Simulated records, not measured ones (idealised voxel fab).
Title: Process Module voxel transistor to metal
FYI the section here is cut, 145 nm wide, cells are 5 nm squares.
When this document writes out a cross-section, it uses a grid of square cells and lists it as bands, beginning at the top and moving down, with a band standing for one or more rows of cells.
Band: top height; bottom height; in nm. Then, left to right: material with width in nm, for each material. "everywhere": a single material spanning edge to edge. "air": empty space.
Heights are expressed relative to 0, this being the level below which the as-received wafer comprises one material exclusively. The lowest band is unbounded in the downward direction and is denoted as in "top 0, no bottom".
So if you see something like "30..40" for the width, read it as the top row of the band sitting at the first number and the bottom row at the second, with every row in between moving by the same amount as the last.
A step reported as "no modification" is a step in which no cell of the cross-section changed.
Empty spaces without an open route to the top, at least 8 cells in extent, make up the entry "Fully enclosed voids"; each is given as width x height at distance, where the distance is measured from the left edge, and all are in nm.
On a step's line, text after the settings is the simulator commenting on that step.
The line of a step may include "overlay nm". On a step with a mask, this value is how far to the right of its planned place the mask lay. A negative value means the mask lay to the left.

### The process steps that were planned are listed below
1: RECEIVE,material Si
2: OXIDIZE,depth nm 5
3: CONFORMAL_DEP,material SiN,thk nm 15
4: DIRECTIONAL_DEP,material aC,thk nm 10
5: PATTERN,tone cover,mask id ACTIVE,material resist,width nm 100,thk nm 30,overlay nm 0
6: DIRECTIONAL_ETCH,etch materials aC,depth nm 10
7: STRIP,etch materials resist
8: DIRECTIONAL_ETCH,etch materials SiN,depth nm 15
9: DIRECTIONAL_ETCH,etch materials SiO2,depth nm 5
10: DIRECTIONAL_ETCH,etch materials Si,depth nm 25
11: STRIP,etch materials aC
12: FILL_DEP,material SiO2,thk nm 15
13: CMP,height nm 15
14: SELECTIVE_ETCH,etch materials SiO2,depth nm 10
15: STRIP,etch materials SiN
16: SELECTIVE_ETCH,etch materials SiO2,depth nm 5
17: OXIDIZE,depth nm 5
18: DIRECTIONAL_DEP,material polySi,thk nm 20
19: DIRECTIONAL_DEP,material SiCN,thk nm 15
20: PATTERN,tone cover,mask id GATE,material resist,width nm 20,thk nm 15,overlay nm 0
21: DIRECTIONAL_ETCH,etch materials SiCN,depth nm 25
22: DIRECTIONAL_ETCH,etch materials polySi,depth nm 30
23: STRIP,etch materials resist
24: CONFORMAL_DEP,material SiO2,thk nm 5
25: DIRECTIONAL_ETCH,etch materials SiO2,depth nm 5
26: CONFORMAL_DEP,material SiN,thk nm 5
27: DIRECTIONAL_ETCH,etch materials SiN,depth nm 5
28: DIRECTIONAL_ETCH,etch materials SiO2,depth nm 5
29: DIRECTIONAL_ETCH,etch materials Si,depth nm 10
30: EPI,material nSi,thk nm 10
31: FILL_DEP,material SiO2,thk nm 5
32: CMP,height nm 30
33: DIRECTIONAL_DEP,material SiO2,thk nm 10
34: PATTERN,tone open,mask id CONTACT,material resist,width nm 30,pitch nm 60,thk nm 20,overlay nm 0
35: DIRECTIONAL_ETCH,etch materials SiO2,depth nm 50
36: STRIP,etch materials resist
37: CONFORMAL_DEP,material TiN,thk nm 5
38: FILL_DEP,material W,thk nm 10
39: CMP,height nm 40
40: CONFORMAL_DEP,material SiCN,thk nm 5
41: DIRECTIONAL_DEP,material lowk,thk nm 15
42: PATTERN,tone open,mask id METAL_1,material resist,width nm 20,pitch nm 70,thk nm 15,overlay nm 0
43: DIRECTIONAL_ETCH,etch materials lowk,depth nm 15
44: DIRECTIONAL_ETCH,etch materials SiCN,depth nm 5
45: STRIP,etch materials resist
46: CONFORMAL_DEP,material TiN,thk nm 5
47: FILL_DEP,material Cu,thk nm 10
48: CMP,height nm 60
49: CONFORMAL_DEP,material SiCN,thk nm 5
50: DIRECTIONAL_DEP,material SiO2,thk nm 35
51: DIRECTIONAL_DEP,material aC,thk nm 10
52: PATTERN,tone open,mask id METAL_2_HOLES,material resist,width nm 15,pitch nm 70,thk nm 25,overlay nm 0
53: DIRECTIONAL_ETCH,etch materials aC,depth nm 10
54: STRIP,etch materials resist
55: DIRECTIONAL_ETCH,etch materials SiO2,depth nm 35
56: STRIP,etch materials aC
57: PATTERN,tone open,mask id METAL_2,material resist,width nm 20,pitch nm 70,thk nm 15,overlay nm 0
58: DIRECTIONAL_ETCH,etch materials SiO2,depth nm 20
59: DIRECTIONAL_ETCH,etch materials SiCN,depth nm 5
60: STRIP,etch materials resist
61: CONFORMAL_DEP,material TiN,thk nm 5
62: FILL_DEP,material Cu,thk nm 10
63: CMP,height nm 100
64: CONFORMAL_DEP,material SiN,thk nm 5

### Here's what the wafer looked like in cross-section when it arrived - that's after step 1
	top 0, no bottom  Si everywhere
	Fully enclosed voids: none

### The first of two wafers, cross-sectioned at the end of the module, with the run proceeding as planned
	top 105, bottom 100  SiN everywhere
	top 100, bottom 85  SiO2: 25, TiN: 5, Cu: 10, TiN: 5, SiO2: 50, TiN: 5, Cu: 10, TiN: 5, SiO2: 30
	top 85, bottom 80  SiO2: 25, TiN: 5, Cu: 5, TiN: 10, SiO2: 50, TiN: 5, Cu: 5, TiN: 10, SiO2: 30
	top 80, bottom 65  SiO2: 25, TiN: 5, Cu: 5, TiN: 5, SiO2: 55, TiN: 5, Cu: 5, TiN: 5, SiO2: 35
	top 65, bottom 60  SiCN: 25, TiN: 15, SiCN: 55, TiN: 15, SiCN: 35
	top 60, bottom 45  lowk: 25, TiN: 5, Cu: 10, TiN: 5, lowk: 50, TiN: 5, Cu: 10, TiN: 5, lowk: 30
	top 45, bottom 40  SiCN: 25, TiN: 20, SiCN: 50, TiN: 20, SiCN: 30
	top 40, bottom 30  SiO2: 25, TiN: 5, W: 20..15, TiN: 5..10, SiO2: 30, TiN: 5..10, W: 20..15, TiN: 5, SiO2: 30
	top 30, bottom 15  SiO2: 25, TiN: 5, W: 15, TiN: 5, SiN: 5, SiO2: 5, SiCN: 20, SiO2: 5, SiN: 5, TiN: 5, W: 15, TiN: 5, SiO2: 30
	top 15, bottom 5  SiO2: 25, TiN: 5, W: 15, TiN: 5, SiN: 5, SiO2: 5, polySi: 20, SiO2: 5, SiN: 5, TiN: 5, W: 15, TiN: 5, SiO2: 30
	top 5, bottom 0  SiO2: 25, TiN: 25, SiN: 5, SiO2: 5, polySi: 20, SiO2: 5, SiN: 5, TiN: 25, SiO2: 30
	top 0, bottom -5  SiO2: 20, SiN: 5, nSi: 10, TiN: 5, nSi: 10, SiN: 5, SiO2: 5, polySi: 20, SiO2: 5, SiN: 5, nSi: 10, TiN: 5, nSi: 10, SiN: 5, SiO2: 25
	top -5, bottom -10  SiO2: 25, nSi: 10, TiN: 5, nSi: 10, SiO2: 40, nSi: 10, TiN: 5, nSi: 10, SiO2: 30
	top -10, bottom -20  SiO2: 20, Si: 5, nSi: 25, Si: 40, nSi: 25, Si: 5, SiO2: 25
	top -20, bottom -30  SiO2: 20, Si: 100, SiO2: 25
	top -30, no bottom  Si everywhere
	Fully enclosed voids: none

### This is the second of the two wafers, cross-sectioned at the end of the module; it started exactly like the first and was given the same plan, but it was run with one mistake
	top 105, bottom 100  SiN everywhere
	top 100, bottom 85  SiO2: 25, TiN: 5, Cu: 10, TiN: 5, SiO2: 50, TiN: 5, Cu: 10, TiN: 5, SiO2: 30
	top 85, bottom 80  SiO2: 25, TiN: 5, Cu: 5, TiN: 10, SiO2: 50, TiN: 5, Cu: 5, TiN: 10, SiO2: 30
	top 80, bottom 65  SiO2: 25, TiN: 5, Cu: 5, TiN: 5, SiO2: 55, TiN: 5, Cu: 5, TiN: 5, SiO2: 35
	top 65, bottom 55  SiCN: 25, TiN: 15..20, SiCN: 55..50, TiN: 15..20, SiCN: 35..30
	top 55, bottom 40  lowk everywhere
	top 40, bottom 30  SiO2: 25, TiN: 5, W: 20..15, TiN: 5..10, SiO2: 30, TiN: 5..10, W: 20..15, TiN: 5, SiO2: 30
	top 30, bottom 15  SiO2: 25, TiN: 5, W: 15, TiN: 5, SiN: 5, SiO2: 5, SiCN: 20, SiO2: 5, SiN: 5, TiN: 5, W: 15, TiN: 5, SiO2: 30
	top 15, bottom 5  SiO2: 25, TiN: 5, W: 15, TiN: 5, SiN: 5, SiO2: 5, polySi: 20, SiO2: 5, SiN: 5, TiN: 5, W: 15, TiN: 5, SiO2: 30
	top 5, bottom 0  SiO2: 25, TiN: 25, SiN: 5, SiO2: 5, polySi: 20, SiO2: 5, SiN: 5, TiN: 25, SiO2: 30
	top 0, bottom -5  SiO2: 20, SiN: 5, nSi: 10, TiN: 5, nSi: 10, SiN: 5, SiO2: 5, polySi: 20, SiO2: 5, SiN: 5, nSi: 10, TiN: 5, nSi: 10, SiN: 5, SiO2: 25
	top -5, bottom -10  SiO2: 25, nSi: 10, TiN: 5, nSi: 10, SiO2: 40, nSi: 10, TiN: 5, nSi: 10, SiO2: 30
	top -10, bottom -20  SiO2: 20, Si: 5, nSi: 25, Si: 40, nSi: 25, Si: 5, SiO2: 25
	top -20, bottom -30  SiO2: 20, Si: 100, SiO2: 25
	top -30, no bottom  Si everywhere
	Fully enclosed voids: none
What went wrong in running the wafer? sequence error: steps 40 and 41 interchanged
In the final state, the cell counts of the second wafer exceed or fall short of those of the first for the following materials: Cu: 12 fewer, TiN: 12 fewer, lowk: 24 more
